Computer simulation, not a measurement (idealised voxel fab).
The process module that follows is named voxel double patterning.
The cross-section on display is named cut; it measures 230 nm wide, and its cells are 5 nm squares.
In this document a cross-section is written as a grid of square cells. It is given as a series of bands, listed from the top down, and a band is one or more rows of cells. For a band, the entry starts with two heights in nm, that of the top and then that of the bottom, and carries on with the band's materials in order from left to right, each alongside its width in nm; the word "full width" beside a single material means it fills the band edge to edge, and "empty" means empty space. Where do heights start? At 0: under that level the wafer as delivered is made of one material only. And the lowest band has no floor; it just carries on downward, as in "from 0 down". Quick explanation for "30 to 40": the width changes in equal steps down the rows of cells, from the first number in the band's top row to the second number in its bottom row. Given "nothing was modified" for a step, no cell of the cross-section differs between before and after that step. Each empty space that has no open way to the top and spans at least 8 cells appears under "Closed void roster" as width x height at distance, the distance counted from the left edge, all in nm. On a step's line, text after the settings is the simulator commenting on that step. What "overlay nm" on a step's line means: if the step has a mask, that mask lay this far to the right of its planned place, or, when the value is negative, to the left.
Planned step list for the process:
1) RECEIVE | material Si
2) CONFORMAL_DEP | material SiO2 | thk nm 5
3) DIRECTIONAL_DEP | material TiN | thk nm 20
4) DIRECTIONAL_DEP | material SiCN | thk nm 10
5) MASKED_ETCH | tone open | mask id FIRST | width nm 15 | pitch nm 50 | etch materials SiCN | depth nm 10 | overlay nm 0
6) DIRECTIONAL_DEP | material aC | thk nm 10
7) PATTERN | tone open | mask id SECOND | material resist | width nm 15 | pitch nm 50 | thk nm 25 | overlay nm 0
8) DIRECTIONAL_ETCH | etch materials aC | depth nm 10
9) STRIP | etch materials resist
10) DIRECTIONAL_ETCH | etch materials SiCN | depth nm 10
11) STRIP | etch materials aC
12) DIRECTIONAL_ETCH | etch materials TiN | depth nm 20
13) STRIP | etch materials SiCN
Cross-sectional view of the wafer in its as-received condition, corresponding to the state after step 1:
> from 0 down | Si full width
> Closed void roster: none
One mistake in running the module, otherwise start and plan as above: cross-section at the end:
> from 25 to 5 | TiN 55, then empty 15, then TiN 10, then empty 20, then TiN 5, then empty 15, then TiN 10, then empty 20, then TiN 5, then empty 15, then TiN 60
> from 5 to 0 | SiO2 full width
> from 0 down | Si full width
> Closed void roster: none
Which mistake was made when the wafer was run? step 7 did not happen as planned, as run it was PATTERN | tone open | mask id SECOND | material resist | width nm 20 | pitch nm 50 | thk nm 25 | overlay nm 0
